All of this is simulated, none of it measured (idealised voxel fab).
Title: Process Module voxel trench capacitor
Section cut is 250 nm wide and gridded with 5 nm square cells.
Just so we're on the same page, the cross-sections are grids of square cells, and they're listed out in bands top to bottom, each band one or more rows deep.
First you get the band's top height and its bottom height, in nm, and then the materials it's made of, left to right, with each width in nm. If you see a single material with "full width", that one covers the band edge to edge. "air" is empty space.
Height datum 0, below which the as-received substrate wafer is one material. Lowest band open at the bottom, running downward: "0 nm and below".
You'd read "30->40" like this: the band's top row of cells is as wide as the first number, its bottom row is as wide as the second, and going down, every row changes width by the same amount as the row before did.
Step note "no change occurred" = no cross-section cell changed.
Look at "Closed-off voids" for the closed voids: empty spaces with no open path to the top, sized 8 cells or up. Each is width x height at distance, distance from the left edge, all nm.
What comes after the settings on a step's line is commentary from the simulator itself on that step.
overlay nm: where the mask lay relative to plan, measured to the right, on steps with a mask; negatives go left.

# Planned step list for the process
1) RECEIVE (material Si)
2) CONFORMAL_DEP (material SiN; thk nm 5)
3) DIRECTIONAL_DEP (material aC; thk nm 10)
4) PATTERN (tone open; mask id TRENCH; material resist; width nm 20; pitch nm 40; thk nm 25; overlay nm -15)
5) DIRECTIONAL_ETCH (etch materials aC; depth nm 10)
6) STRIP (etch materials resist)
7) DIRECTIONAL_ETCH (etch materials SiN; depth nm 5)
8) DIRECTIONAL_ETCH (etch materials Si; depth nm 35)
9) STRIP (etch materials aC)
10) CONFORMAL_DEP (material SiO2; thk nm 5)
11) FILL_DEP (material polySi; thk nm 5)
12) CMP (height nm 5)
The overlay nm used in step 4 is not the same on every wafer, whereas the starting condition is; the value printed in the plan is the first wafer's.

# This is how the first of several wafers looked in cross-section when it arrived, which is after step 1
    0 nm and below | Si full width
    Closed-off voids: none

# Row per wafer, end-of-module: cell gain (+)/loss (-) by material since the wafer came in, then closed voids
overlay nm -15, -84 Si, +38 SiN, +54 SiO2, +42 polySi, Closed-off voids: none
overlay nm -10, -84 Si, +38 SiN, +54 SiO2, +42 polySi, Closed-off voids: none
overlay nm -5, -84 Si, +38 SiN, +54 SiO2, +42 polySi, Closed-off voids: none
overlay nm 0, -84 Si, +38 SiN, +54 SiO2, +42 polySi, Closed-off voids: none
overlay nm 5, -84 Si, +38 SiN, +54 SiO2, +42 polySi, Closed-off voids: none
overlay nm 10, -84 Si, +38 SiN, +54 SiO2, +42 polySi, Closed-off voids: none
overlay nm 15, -84 Si, +38 SiN, +54 SiO2, +42 polySi, Closed-off voids: none
